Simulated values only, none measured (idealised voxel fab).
process module | voxel double patterning
cross-section cut | 205 nm wide | cells 5 nm
A cross-section is a grid of square cells, given in bands from the top down. A band is one or more rows of cells.
Each band's line starts with the height of the band's top and of its bottom, in nm. Then come its materials from left to right, each with its width in nm. One material with "throughout" fills the band from edge to edge. "air" is empty space.
Height 0 is the level under which the wafer as received is all one material. The lowest band goes on downwards, as in "0 down".
A width such as "30 to 40" changes by the same amount from each row of cells to the next, from the band's top row to its bottom row.
"no change" after a step means that no cell of the cross-section changed.
closed voids: empty space of 8 cells or more with no open way to the top, each as width x height at its distance from the left edge, in nm
after a step's settings: what the simulator itself notes on the step
overlay nm, on a step with a mask: how far to the right of its planned place the mask lay; to the left if negative
plan
1 op RECEIVE | material Si
2 op CONFORMAL_DEP | material SiO2 | thk nm 10
3 op DIRECTIONAL_DEP | material TiN | thk nm 10
4 op DIRECTIONAL_DEP | material SiN | thk nm 5
5 op MASKED_ETCH | tone open | mask id FIRST | width nm 15 | pitch nm 50 | etch materials SiN | depth nm 5 | overlay nm 0
6 op DIRECTIONAL_DEP | material aC | thk nm 15
7 op PATTERN | tone open | mask id SECOND | material resist | width nm 15 | pitch nm 50 | thk nm 30 | overlay nm 0
8 op DIRECTIONAL_ETCH | etch materials aC | depth nm 5
9 op STRIP | etch materials resist
10 op DIRECTIONAL_ETCH | etch materials SiN | depth nm 5
11 op STRIP | etch materials aC
12 op DIRECTIONAL_ETCH | etch materials TiN | depth nm 10
13 op STRIP | etch materials SiN
varied across the wafers: depth nm of step 8. The plan shows the first wafer's value. All wafers start alike
first wafer as received, after step 1
  0 down: Si throughout
  closed voids: none
first wafer at the end, after step 13
  20 to 10: TiN 45 | air 15 | TiN 35 | air 15 | TiN 35 | air 15 | TiN 45
  10 to 0: SiO2 throughout
  0 down: Si throughout
  closed voids: none
last wafer at the end
  20 to 10: TiN 45 | air 15 | TiN 10 | air 15 | TiN 10 | air 15 | TiN 10 | air 15 | TiN 10 | air 15 | TiN 45
  10 to 0: SiO2 throughout
  0 down: Si throughout
  closed voids: none
each wafer at the end: cells of each material gained (+) or lost (-) since it was received, then its closed voids
depth nm 5 | +82 SiO2 | +64 TiN | closed voids: none
depth nm 10 | +82 SiO2 | +64 TiN | closed voids: none
depth nm 15 | +82 SiO2 | +52 TiN | closed voids: none
depth nm 20 | +82 SiO2 | +52 TiN | closed voids: none
depth nm 25 | +82 SiO2 | +52 TiN | closed voids: none
depth nm 30 | +82 SiO2 | +52 TiN | closed voids: none
